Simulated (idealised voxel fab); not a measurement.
This is a process module. Its name is voxel wiring stack.
The width of the displayed cross-section, cut, is 255 nm; its cells are square, with a size of 5 nm.
The cross-sections in this document take the form of a grid made of square cells. They are written out as bands, in order from top to bottom. Each band consists of one or more rows of cells. Heads up on the band format: heights come first, top then bottom, in nm. After that it's the materials left to right, each with its width in nm. A single material flagged "everywhere" fills the whole band edge to edge, and "air" means there's empty space there. Height 0 is the level under which the wafer as received is all one material. The lowest band goes on downwards, as in "z 0 and below". A two-number width, for instance "30..40", indicates that the width is equal to the first number in the top row of the band and to the second number in the bottom row, and that it changes by a constant amount per row of cells. "nothing different", as given for a step, is the statement that not any cell of the cross-section underwent a change during that step. "Closed internal voids" contains a list of empty spaces, each no smaller than 8 cells and without an open way to the top, written in the form width x height at distance with the distance from the left edge and all three in nm. after a step's settings: what the simulator itself notes on the step. overlay nm: mask right of planned place by this much (step with mask). Neg. = left.

The planned process steps are enumerated hereunder:
1. op RECEIVE | material Si
2. op CONFORMAL_DEP | material SiO2 | thk nm 10
3. op DIRECTIONAL_DEP | material TiN | thk nm 5
4. op DIRECTIONAL_DEP | material Ru | thk nm 25
5. op PATTERN | tone cover | mask id METAL_1 | material resist | width nm 25 | pitch nm 45 | thk nm 20 | overlay nm 0
6. op DIRECTIONAL_ETCH | etch materials Ru | depth nm 25
7. op DIRECTIONAL_ETCH | etch materials TiN | depth nm 5
8. op STRIP | etch materials resist
9. op CONFORMAL_DEP | material SiN | thk nm 5
10. op FILL_DEP | material lowk | thk nm 5
11. op CMP | height nm 40
12. op CONFORMAL_DEP | material SiCN | thk nm 5
13. op DIRECTIONAL_DEP | material lowk | thk nm 25
14. op PATTERN | tone open | mask id METAL_2 | material resist | width nm 25 | pitch nm 45 | thk nm 20 | overlay nm 0
15. op DIRECTIONAL_ETCH | etch materials lowk | depth nm 15
16. op STRIP | etch materials resist
17. op PATTERN | tone open | mask id METAL_2_HOLES | material resist | width nm 15 | pitch nm 45 | thk nm 20 | overlay nm 0
18. op DIRECTIONAL_ETCH | etch materials lowk | depth nm 10
19. op DIRECTIONAL_ETCH | etch materials SiCN | depth nm 5
20. op STRIP | etch materials resist
21. op CONFORMAL_DEP | material TiN | thk nm 5
22. op FILL_DEP | material Cu | thk nm 5
23. op CMP | height nm 70
24. op CONFORMAL_DEP | material SiN | thk nm 5

Incoming wafer, cross-sectional view, post step 1:
	z 0 and below | Si everywhere
	Closed internal voids: none

Module complete - cross-section of the first of two wafers, run according to plan:
	z 75 to 70 | SiN everywhere
	z 70 to 60 | lowk 45; TiN 5; Cu 15; TiN 5; lowk 20; TiN 5; Cu 15; TiN 5; lowk 20; TiN 5; Cu 15; TiN 5; lowk 20; TiN 5; Cu 15; TiN 5; lowk 50
	z 60 to 55 | lowk 45; TiN 5; Cu 5; TiN 15; lowk 20; TiN 5; Cu 5; TiN 15; lowk 20; TiN 5; Cu 5; TiN 15; lowk 20; TiN 5; Cu 5; TiN 15; lowk 50
	z 55 to 45 | lowk 45; TiN 5; Cu 5; TiN 5; lowk 30; TiN 5; Cu 5; TiN 5; lowk 30; TiN 5; Cu 5; TiN 5; lowk 30; TiN 5; Cu 5; TiN 5; lowk 60
	z 45 to 40 | SiCN 45; TiN 15; SiCN 30; TiN 15; SiCN 30; TiN 15; SiCN 30; TiN 15; SiCN 60
	z 40 to 15 | lowk 40; SiN 5; Ru 25; SiN 5; lowk 10; SiN 5; Ru 25; SiN 5; lowk 10; SiN 5; Ru 25; SiN 5; lowk 10; SiN 5; Ru 25; SiN 5; lowk 45
	z 15 to 10 | SiN 45; TiN 25; SiN 20; TiN 25; SiN 20; TiN 25; SiN 20; TiN 25; SiN 50
	z 10 to 0 | SiO2 everywhere
	z 0 and below | Si everywhere
	Closed internal voids: none

This is the second of the two wafers, cross-sectioned at the end of the module; it started exactly like the first and was given the same plan, but it was run with one mistake:
	z 75 to 70 | SiN everywhere
	z 70 to 60 | lowk 45; TiN 5; Cu 15; TiN 5; lowk 20; TiN 5; Cu 15; TiN 5; lowk 20; TiN 5; Cu 15; TiN 5; lowk 20; TiN 5; Cu 15; TiN 5; lowk 50
	z 60 to 55 | lowk 45; TiN 5; Cu 5; TiN 15; lowk 20; TiN 5; Cu 5; TiN 15; lowk 20; TiN 5; Cu 5; TiN 15; lowk 20; TiN 5; Cu 5; TiN 15; lowk 50
	z 55 to 45 | lowk 45; TiN 5; Cu 5; TiN 5; lowk 30; TiN 5; Cu 5; TiN 5; lowk 30; TiN 5; Cu 5; TiN 5; lowk 30; TiN 5; Cu 5; TiN 5; lowk 60
	z 45 to 40 | SiCN 45; TiN 15; SiCN 30; TiN 15; SiCN 30; TiN 15; SiCN 30; TiN 15; SiCN 60
	z 40 to 15 | lowk 45; SiN 5; Ru 15; SiN 5; lowk 20; SiN 5; Ru 15; SiN 5; lowk 20; SiN 5; Ru 15; SiN 5; lowk 20; SiN 5; Ru 15; SiN 5; lowk 50
	z 15 to 10 | SiN 50; TiN 15; SiN 30; TiN 15; SiN 30; TiN 15; SiN 30; TiN 15; SiN 55
	z 10 to 0 | SiO2 everywhere
	z 0 and below | Si everywhere
	Closed internal voids: none
What went wrong in running the wafer? in deviation from the planned setting, step 5 was conducted as op PATTERN | tone cover | mask id METAL_1 | material resist | width nm 15 | pitch nm 45 | thk nm 20 | overlay nm 0
End of process, cell counts, second wafer against first, materials with more or fewer: Ru: 40 fewer; SiN: 8 more; TiN: 8 fewer; lowk: 40 more
